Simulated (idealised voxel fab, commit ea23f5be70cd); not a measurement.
process module | voxel self aligned vias
cross-section cut | 270 nm wide | cells 5 nm
A cross-section is a grid of square cells, given in bands from the top down. A band is one or more rows of cells.
Each band's line starts with the height of the band's top and of its bottom, in nm. Then come its materials from left to right, each with its width in nm. One material with "throughout" fills the band from edge to edge. "air" is empty space.
Height 0 is the level under which the wafer as received is all one material. The lowest band goes on downwards, as in "0 down".
A width such as "30 to 40" changes by the same amount from each row of cells to the next, from the band's top row to its bottom row.
"no change" after a step means that no cell of the cross-section changed.
closed voids: empty space of 8 cells or more with no open way to the top, each as width x height at its distance from the left edge, in nm
after a step's settings: what the simulator itself notes on the step
overlay nm, on a step with a mask: how far to the right of its planned place the mask lay; to the left if negative
plan
1 op RECEIVE | material Si
2 op CONFORMAL_DEP | material SiO2 | thk nm 15
3 op CONFORMAL_DEP | material SiCN | thk nm 5
4 op DIRECTIONAL_DEP | material lowk | thk nm 25
5 op MASKED_ETCH | tone open | mask id LINES | width nm 30 | pitch nm 70 | etch materials lowk | depth nm 25 | overlay nm 0
6 op CONFORMAL_DEP | material TiN | thk nm 5
7 op FILL_DEP | material W | thk nm 10
8 op CMP | height nm 45
9 op SELECTIVE_ETCH | etch materials W Ru TiN | depth nm 5
10 op FILL_DEP | material SiN | thk nm 10
11 op CMP | height nm 35
12 op DIRECTIONAL_DEP | material lowk | thk nm 15
13 op DIRECTIONAL_DEP | material aC | thk nm 15
14 op PATTERN | tone open | mask id VIAS | material resist | width nm 50 | pitch nm 70 | thk nm 30 | overlay nm 0
15 op DIRECTIONAL_ETCH | etch materials aC | depth nm 15
16 op STRIP | etch materials resist
17 op DIRECTIONAL_ETCH | etch materials lowk | depth nm 15
18 op DIRECTIONAL_ETCH | etch materials SiN | depth nm 5
19 op STRIP | etch materials aC
20 op CONFORMAL_DEP | material TiN | thk nm 5
21 op FILL_DEP | material W | thk nm 5
22 op CMP | height nm 60
23 op CONFORMAL_DEP | material SiN | thk nm 5
varied across the wafers: height nm of step 11. The plan shows the first wafer's value. All wafers start alike
first wafer as received, after step 1
  0 down: Si throughout
  closed voids: none
each wafer at the end: cells of each material gained (+) or lost (-) since it was received, then its closed voids
height nm 35 | +54 SiCN | +54 SiN | +162 SiO2 | +102 TiN | +150 W | +180 lowk | closed voids: none
height nm 40 | +54 SiCN | +54 SiN | +162 SiO2 | +108 TiN | +108 W | +216 lowk | closed voids: none
height nm 45 | +54 SiCN | +54 SiN | +162 SiO2 | +84 TiN | +96 W | +252 lowk | closed voids: none
height nm 50 | +54 SiCN | +96 SiN | +162 SiO2 | +78 TiN | +84 W | +228 lowk | closed voids: none
height nm 55 | +54 SiCN | +150 SiN | +162 SiO2 | +72 TiN | +60 W | +204 lowk | closed voids: none
